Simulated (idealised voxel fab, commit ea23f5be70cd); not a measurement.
The document below concerns the process module designated voxel self aligned vias.
For reference, the cross-section in this document is cut, with width 170 nm and square cells of 5 nm.
The cross-sections in this document take the form of a grid made of square cells. They are written out as bands, in order from top to bottom. Each band consists of one or more rows of cells.
Look at the band entry: it leads with the top's height and the bottom's height in nm. Then it lists the materials left to right, with a width in nm for each. The word "everywhere" on a single material says that material fills the band edge to edge. The word "blank" is empty space.
Zero point of the height axis is 0; under it, received wafer = one material. Lowest band: continues down indefinitely, "0 and below".
Width "30..40": first value at the band's top row of cells, second value at its bottom row, equal change from row to row.
It should be understood that the words "same as before", when stated for a given step, signify that the cross-section underwent no change in any of its cells during that step.
In the "Fully enclosed voids" entry, you get each enclosed empty space of 8 cells or more, one with no open way to the top, written width x height at distance, distance from the left edge, in nm.
Past the settings on a step's line: simulator remark, on that step.
overlay nm: step with mask; distance mask lay right of planned place; negative value = left of planned place.

### The steps planned for the process are as follows
1) RECEIVE, material Si
2) CONFORMAL_DEP, material SiO2, thk nm 15
3) CONFORMAL_DEP, material SiCN, thk nm 5
4) DIRECTIONAL_DEP, material lowk, thk nm 30
5) PATTERN, tone open, mask id LINES, material resist, width nm 25, pitch nm 50, thk nm 20, overlay nm 0
6) DIRECTIONAL_ETCH, etch materials lowk, depth nm 30
7) STRIP, etch materials resist
8) CONFORMAL_DEP, material TiN, thk nm 5
9) FILL_DEP, material W, thk nm 5
10) CMP, height nm 50
11) SELECTIVE_ETCH, etch materials W Ru TiN, depth nm 5
12) FILL_DEP, material SiN, thk nm 5
13) CMP, height nm 50
14) DIRECTIONAL_DEP, material lowk, thk nm 15
15) MASKED_ETCH, tone open, mask id VIAS, width nm 35, pitch nm 100, etch materials lowk, depth nm 15, overlay nm 0
16) MASKED_ETCH, tone open, mask id VIAS, width nm 35, pitch nm 100, etch materials SiN, depth nm 5, overlay nm 0
17) CONFORMAL_DEP, material TiN, thk nm 5
18) FILL_DEP, material W, thk nm 10
19) CMP, height nm 65
20) CONFORMAL_DEP, material SiN, thk nm 5

### Cross-section of the wafer at receipt, which is the condition after step 1
  0 and below  Si everywhere
  Fully enclosed voids: none

### The first of two wafers, cross-sectioned at the end of the module, with the run proceeding as planned
  70 down to 65  SiN everywhere
  65 down to 55  lowk 15 nm  TiN 5 nm  W 25 nm  TiN 5 nm  lowk 65 nm  TiN 5 nm  W 25 nm  TiN 5 nm  lowk 20 nm
  55 down to 50  lowk 15 nm  TiN 10 nm  W 15 nm  TiN 10 nm  lowk 65 nm  TiN 10 nm  W 15 nm  TiN 10 nm  lowk 20 nm
  50 down to 45  lowk 20 nm  TiN 25 nm  lowk 25 nm  SiN 25 nm  lowk 25 nm  TiN 25 nm  lowk 25 nm
  45 down to 25  lowk 20 nm  TiN 5 nm  W 15 nm  TiN 5 nm  lowk 25 nm  TiN 5 nm  W 15 nm  TiN 5 nm  lowk 25 nm  TiN 5 nm  W 15 nm  TiN 5 nm  lowk 25 nm
  25 down to 20  lowk 20 nm  TiN 25 nm  lowk 25 nm  TiN 25 nm  lowk 25 nm  TiN 25 nm  lowk 25 nm
  20 down to 15  SiCN everywhere
  15 down to 0  SiO2 everywhere
  0 and below  Si everywhere
  Fully enclosed voids: none

### Second wafer through the module, sectioned at the end: same beginning and same plan as the first wafer, with one mistake in carrying it out
  70 down to 65  SiN everywhere
  65 down to 50  TiN everywhere
  50 down to 45  lowk 20 nm  SiN 25 nm  lowk 25 nm  SiN 25 nm  lowk 25 nm  SiN 25 nm  lowk 25 nm
  45 down to 25  lowk 20 nm  TiN 5 nm  W 15 nm  TiN 5 nm  lowk 25 nm  TiN 5 nm  W 15 nm  TiN 5 nm  lowk 25 nm  TiN 5 nm  W 15 nm  TiN 5 nm  lowk 25 nm
  25 down to 20  lowk 20 nm  TiN 25 nm  lowk 25 nm  TiN 25 nm  lowk 25 nm  TiN 25 nm  lowk 25 nm
  20 down to 15  SiCN everywhere
  15 down to 0  SiO2 everywhere
  0 and below  Si everywhere
  Fully enclosed voids: none
Error vs. plan: step 14 went in with a setting other than planned; the actual run was DIRECTIONAL_DEP, material TiN, thk nm 15
End check, counted in cells, second wafer has more or fewer of these materials than the first: +10 SiN; +76 TiN; -26 W; -60 lowk
